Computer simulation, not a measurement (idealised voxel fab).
Process module in this document: voxel self aligned contacts
Cross-sectional view cut (width: 210 nm; square cell size: 5 nm).
A cross-section is a grid of square cells, given in bands from the top down. A band is one or more rows of cells.
The entry gives the band's vertical extent as a top height and a bottom height in nm, then its horizontal make-up as materials from left to right, each with a width in nm. "blank" stands for empty space; a single material marked "edge to edge" fills the band edge to edge.
Measure heights from 0. That's the level where, below it, the as-received wafer is all one material. The lowest band is bottomless and extends downward; write it as in "0 nm and below".
Quick explanation for "30->40": the width changes in equal steps down the rows of cells, from the first number in the band's top row to the second number in its bottom row.
Take "nothing changed" at face value: in the step it is given for, the cross-section changed in none of its cells.
Empty spaces without an open route to the top, at least 8 cells in extent, make up the entry "Unvented cavities"; each is given as width x height at distance, where the distance is measured from the left edge, and all are in nm.
Heads up: the bit after the settings on a step's line is the simulator's remark on that step.
"overlay nm" on a masked step: distance the mask lay right of its planned place, negative for left.

The process steps that were planned are listed below:
1,RECEIVE,material Si
2,CONFORMAL_DEP,material SiO2,thk nm 5
3,DIRECTIONAL_DEP,material polySi,thk nm 20
4,DIRECTIONAL_DEP,material SiN,thk nm 15
5,DIRECTIONAL_DEP,material aC,thk nm 10
6,PATTERN,tone cover,mask id GATE,material resist,width nm 35,pitch nm 60,thk nm 30,overlay nm 0
7,DIRECTIONAL_ETCH,etch materials aC,depth nm 10
8,STRIP,etch materials resist
9,DIRECTIONAL_ETCH,etch materials SiN,depth nm 15
10,DIRECTIONAL_ETCH,etch materials polySi,depth nm 20
11,STRIP,etch materials aC
12,CONFORMAL_DEP,material SiN,thk nm 5
13,DIRECTIONAL_ETCH,etch materials SiN,depth nm 5
14,FILL_DEP,material SiO2,thk nm 15
15,CMP,height nm 50
16,PATTERN,tone open,mask id CONTACT,material resist,width nm 35,thk nm 20,overlay nm 0
17,DIRECTIONAL_ETCH,etch materials SiO2,depth nm 50
18,STRIP,etch materials resist
19,CONFORMAL_DEP,material TiN,thk nm 5
20,FILL_DEP,material W,thk nm 5
21,CMP,height nm 50
22,CONFORMAL_DEP,material SiN,thk nm 5

Cross-section of the wafer upon arrival, representing the state reached after step 1:
0 nm and below = Si edge to edge
Unvented cavities: none

Post-module cross-section: identical start and plan to those above, one misstep in execution:
55 nm to 50 nm = SiN edge to edge
50 nm to 40 nm = SiO2 (85), TiN (5), W (25), TiN (5), SiO2 (90)
40 nm to 35 nm = SiO2 (85), TiN (15), W (5), TiN (15), SiO2 (90)
35 nm to 20 nm = SiO2 (50), SiN (45), TiN (5), W (5), TiN (5), SiN (45), SiO2 (55)
20 nm to 5 nm = SiO2 (50), SiN (5), polySi (35), SiN (5), TiN (5), W (5), TiN (5), SiN (5), polySi (35), SiN (5), SiO2 (55)
5 nm to 0 nm = SiO2 (50), SiN (5), polySi (35), SiN (5), TiN (15), SiN (5), polySi (35), SiN (5), SiO2 (55)
0 nm and below = Si edge to edge
Unvented cavities: none
Finding, execution versus plan: no execution of plan step 2; skipped
